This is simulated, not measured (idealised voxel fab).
Herein follows the process module entitled voxel air gaps.
280 nm wide, 5 nm square cells: that's cross-section cut.
Notation: cross-section as square-cell grid; stated in bands, top first, going down; one or more cell rows per band. This entry defines a band. It first specifies the height of the band's top and the height of its bottom in nm, and then specifies the band's materials from left to right, stating each material with its width in nm. The word "throughout" identifies a single material that fills the band from edge to edge, while the word "air" identifies empty space. Below 0: as-received wafer, all one material; heights counted from there. Lowest band: no bottom, goes on down, written "0 nm and below". Width "30..40": first value at the band's top row of cells, second value at its bottom row, equal change from row to row. Any step labelled "no modifications" changed none of the cells in the cross-section. In "Closed void catalog" the enclosed voids are listed, meaning empty spaces of 8 cells or larger without any opening to the top. The form is width x height at distance, distance from the left edge, units nm. Step line, after settings: the simulator's comment on this step. "overlay nm" on a masked step: distance the mask lay right of its planned place, negative for left.

-- This section lists the process steps that were planned
1) op RECEIVE | material Si
2) op CONFORMAL_DEP | material SiO2 | thk nm 10
3) op CONFORMAL_DEP | material SiCN | thk nm 5
4) op DIRECTIONAL_DEP | material lowk | thk nm 40
5) op DIRECTIONAL_DEP | material aC | thk nm 15
6) op PATTERN | tone open | mask id LINES | material resist | width nm 25 | pitch nm 50 | thk nm 30 | overlay nm 0
7) op DIRECTIONAL_ETCH | etch materials aC | depth nm 15
8) op STRIP | etch materials resist
9) op DIRECTIONAL_ETCH | etch materials lowk | depth nm 40
10) op STRIP | etch materials aC
11) op CONFORMAL_DEP | material TiN | thk nm 5
12) op FILL_DEP | material Ru | thk nm 10
13) op CMP | height nm 55
14) op EPI | material Ru | thk nm 10
15) op SELECTIVE_ETCH | etch materials lowk | depth nm 50
16) op CONFORMAL_DEP | material SiCN | thk nm 5

-- Cross-section, incoming material, after step 1
	0 nm and below: Si throughout
	Closed void catalog: none

-- first wafer at the end, as planned
	70 nm to 65 nm: air 60 nm / SiCN 155 nm / air 65 nm
	65 nm to 55 nm: air 60 nm / SiCN 5 nm / Ru 45 nm / SiCN 5 nm / Ru 45 nm / SiCN 5 nm / Ru 45 nm / SiCN 5 nm / air 65 nm
	55 nm to 50 nm: air 60 nm / SiCN 15 nm / TiN 5 nm / Ru 15 nm / TiN 5 nm / SiCN 25 nm / TiN 5 nm / Ru 15 nm / TiN 5 nm / SiCN 25 nm / TiN 5 nm / Ru 15 nm / TiN 5 nm / SiCN 15 nm / air 65 nm
	50 nm to 20 nm: air 70 nm / SiCN 5 nm / TiN 5 nm / Ru 15 nm / TiN 5 nm / SiCN 5 nm / air 15 nm / SiCN 5 nm / TiN 5 nm / Ru 15 nm / TiN 5 nm / SiCN 5 nm / air 15 nm / SiCN 5 nm / TiN 5 nm / Ru 15 nm / TiN 5 nm / SiCN 5 nm / air 75 nm
	20 nm to 15 nm: SiCN 75 nm / TiN 25 nm / SiCN 25 nm / TiN 25 nm / SiCN 25 nm / TiN 25 nm / SiCN 80 nm
	15 nm to 10 nm: SiCN throughout
	10 nm to 0 nm: SiO2 throughout
	0 nm and below: Si throughout
	Closed void catalog: 15 x 30 at 105; 15 x 30 at 155

-- Wafer two, sectioned after the module: the first wafer's start, the first wafer's plan, and one mistake in how it was run
	70 nm to 65 nm: air 60 nm / SiCN 155 nm / air 65 nm
	65 nm to 55 nm: air 60 nm / SiCN 5 nm / Ru 45 nm / SiCN 5 nm / Ru 45 nm / SiCN 5 nm / Ru 45 nm / SiCN 5 nm / air 65 nm
	55 nm to 50 nm: air 60 nm / SiCN 15 nm / TiN 5 nm / Ru 15 nm / TiN 5 nm / SiCN 25 nm / TiN 5 nm / Ru 15 nm / TiN 5 nm / SiCN 25 nm / TiN 5 nm / Ru 15 nm / TiN 5 nm / SiCN 15 nm / air 65 nm
	50 nm to 20 nm: air 70 nm / SiCN 5 nm / TiN 5 nm / Ru 15 nm / TiN 5 nm / SiCN 5 nm / air 15 nm / SiCN 5 nm / TiN 5 nm / Ru 15 nm / TiN 5 nm / SiCN 5 nm / air 15 nm / SiCN 5 nm / TiN 5 nm / Ru 15 nm / TiN 5 nm / SiCN 5 nm / air 75 nm
	20 nm to 15 nm: SiCN 75 nm / TiN 25 nm / SiCN 25 nm / TiN 25 nm / SiCN 25 nm / TiN 25 nm / SiCN 80 nm
	15 nm to 10 nm: Ru throughout
	10 nm to 0 nm: SiO2 throughout
	0 nm and below: Si throughout
	Closed void catalog: 15 x 30 at 105; 15 x 30 at 155
Finding, execution versus plan: step 3 changed vs plan, executed as op CONFORMAL_DEP | material Ru | thk nm 5
The final cell counts differ between the wafers, with the second having more or fewer of some materials than the first: Ru: 56 more; SiCN: 56 fewer
